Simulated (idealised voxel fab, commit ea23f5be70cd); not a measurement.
Process module, titled voxel capacitor over wiring
cross-section cut | 290 nm wide | cells 5 nm
A cross-section in this document is a grid of square cells, and it is written down as bands, the top band listed before the ones below it; a band is made up of one or more rows of cells.
Basically the band line says how high the top is and how high the bottom is, in nm, and then what's in it from left to right, every material with its width in nm. Empty space shows up as "empty", and if a single material carries "full width" it runs the full band edge to edge.
Note: height 0 marks the level under which the wafer is uniformly one material as received. Lowest band unbounded below, written "0 and below".
Think of "30->40" as a width that walks from the first number to the second as you go down the band, top row to bottom row, taking equal-sized steps from row to row.
Step marked "no alteration"? Then no cell in the cross-section changed in it.
Look at "Enclosed internal cavities" for the closed voids: empty spaces with no open path to the top, sized 8 cells or up. Each is width x height at distance, distance from the left edge, all nm.
Read whatever lies past the settings on a step's line as the simulator's own remark about the step.
The optional step-line setting "overlay nm" applies to steps with a mask and quantifies how far to the right of its planned location the mask lay, a negative value indicating leftward placement.
### List of planned process steps
1. op RECEIVE | material Si
2. op CONFORMAL_DEP | material SiO2 | thk nm 10
3. op DIRECTIONAL_DEP | material TiN | thk nm 5
4. op DIRECTIONAL_DEP | material Ru | thk nm 25
5. op PATTERN | tone cover | mask id METAL_1 | material resist | width nm 25 | pitch nm 95 | thk nm 15 | overlay nm 0
6. op DIRECTIONAL_ETCH | etch materials Ru | depth nm 25
7. op DIRECTIONAL_ETCH | etch materials TiN | depth nm 5
8. op STRIP | etch materials resist
9. op CONFORMAL_DEP | material SiCN | thk nm 5
10. op FILL_DEP | material SiO2 | thk nm 10
11. op CMP | height nm 40
12. op CONFORMAL_DEP | material SiCN | thk nm 5
13. op DIRECTIONAL_DEP | material SiO2 | thk nm 15
14. op MASKED_ETCH | tone open | mask id PLUG_1 | width nm 15 | etch materials SiO2 | depth nm 15 | overlay nm 0
15. op MASKED_ETCH | tone open | mask id PLUG_1 | width nm 15 | etch materials SiCN | depth nm 5 | overlay nm 0
16. op CONFORMAL_DEP | material TiN | thk nm 5
17. op FILL_DEP | material W | thk nm 5
18. op CMP | height nm 60
19. op DIRECTIONAL_DEP | material TiN | thk nm 5
20. op DIRECTIONAL_DEP | material SiN | thk nm 5
21. op DIRECTIONAL_DEP | material TiN | thk nm 5
22. op DIRECTIONAL_DEP | material aC | thk nm 10
23. op PATTERN | tone cover | mask id UPPER_PLATE | material resist | width nm 75 | thk nm 25 | overlay nm 0
24. op DIRECTIONAL_ETCH | etch materials aC | depth nm 10
25. op STRIP | etch materials resist
26. op DIRECTIONAL_ETCH | etch materials TiN | depth nm 5
27. op DIRECTIONAL_ETCH | etch materials SiN | depth nm 5
28. op STRIP | etch materials aC
29. op MASKED_ETCH | tone cover | mask id LOWER_PLATE | width nm 85 | etch materials TiN | depth nm 5 | overlay nm 0
30. op FILL_DEP | material SiO2 | thk nm 15
31. op CMP | height nm 85
32. op DIRECTIONAL_DEP | material aC | thk nm 15
33. op PATTERN | tone open | mask id PLUG_2 | material resist | width nm 15 | thk nm 30 | overlay nm 0
34. op DIRECTIONAL_ETCH | etch materials aC | depth nm 15
35. op STRIP | etch materials resist
36. op DIRECTIONAL_ETCH | etch materials SiO2 | depth nm 10
37. op STRIP | etch materials aC
38. op CONFORMAL_DEP | material TiN | thk nm 5
39. op FILL_DEP | material W | thk nm 5
40. op CMP | height nm 85
41. op CONFORMAL_DEP | material SiN | thk nm 5
### Incoming wafer, cross-sectional view, post step 1
    0 and below  Si full width
    Enclosed internal cavities: none
### First of two wafers, end-of-module section, run followed plan
    90 down to 85  SiN full width
    85 down to 80  105 SiO2; 5 TiN; 5 W; 5 TiN; 170 SiO2
    80 down to 70  105->95 SiO2; 15->75 TiN; 170->120 SiO2
    70 down to 65  95 SiO2; 75 SiN; 120 SiO2
    65 down to 60  90 SiO2; 85 TiN; 115 SiO2
    60 down to 45  95 SiO2; 5 TiN; 5 W; 5 TiN; 180 SiO2
    45 down to 40  95 SiCN; 15 TiN; 180 SiCN
    40 down to 15  80 SiO2; 5 SiCN; 25 Ru; 5 SiCN; 60 SiO2; 5 SiCN; 25 Ru; 5 SiCN; 80 SiO2
    15 down to 10  85 SiCN; 25 TiN; 70 SiCN; 25 TiN; 85 SiCN
    10 down to 0  SiO2 full width
    0 and below  Si full width
    Enclosed internal cavities: none
### Second of two wafers, module complete, sectioned: it shares the first wafer's start and plan but was run with one mistake
    90 down to 85  SiN full width
    85 down to 80  105 SiO2; 5 TiN; 5 W; 5 TiN; 170 SiO2
    80 down to 70  105->95 SiO2; 15->75 TiN; 170->120 SiO2
    70 down to 65  95 SiO2; 75 SiN; 120 SiO2
    65 down to 60  90 SiO2; 85 TiN; 115 SiO2
    60 down to 45  95 SiO2; 5 TiN; 5 W; 5 TiN; 180 SiO2
    45 down to 40  95 SiCN; 15 TiN; 180 SiCN
    40 down to 35  85 SiCN; 25 TiN; 70 SiCN; 25 TiN; 85 SiCN
    35 down to 10  Ru full width
    10 down to 0  SiO2 full width
    0 and below  Si full width
    Enclosed internal cavities: none
In executing the process, a mistake was made relative to the plan: order of steps 3 and 4 inverted relative to the plan
Final difference in cells, second wafer against first, listed per material as more or fewer: +240 Ru; -20 SiCN; -220 SiO2
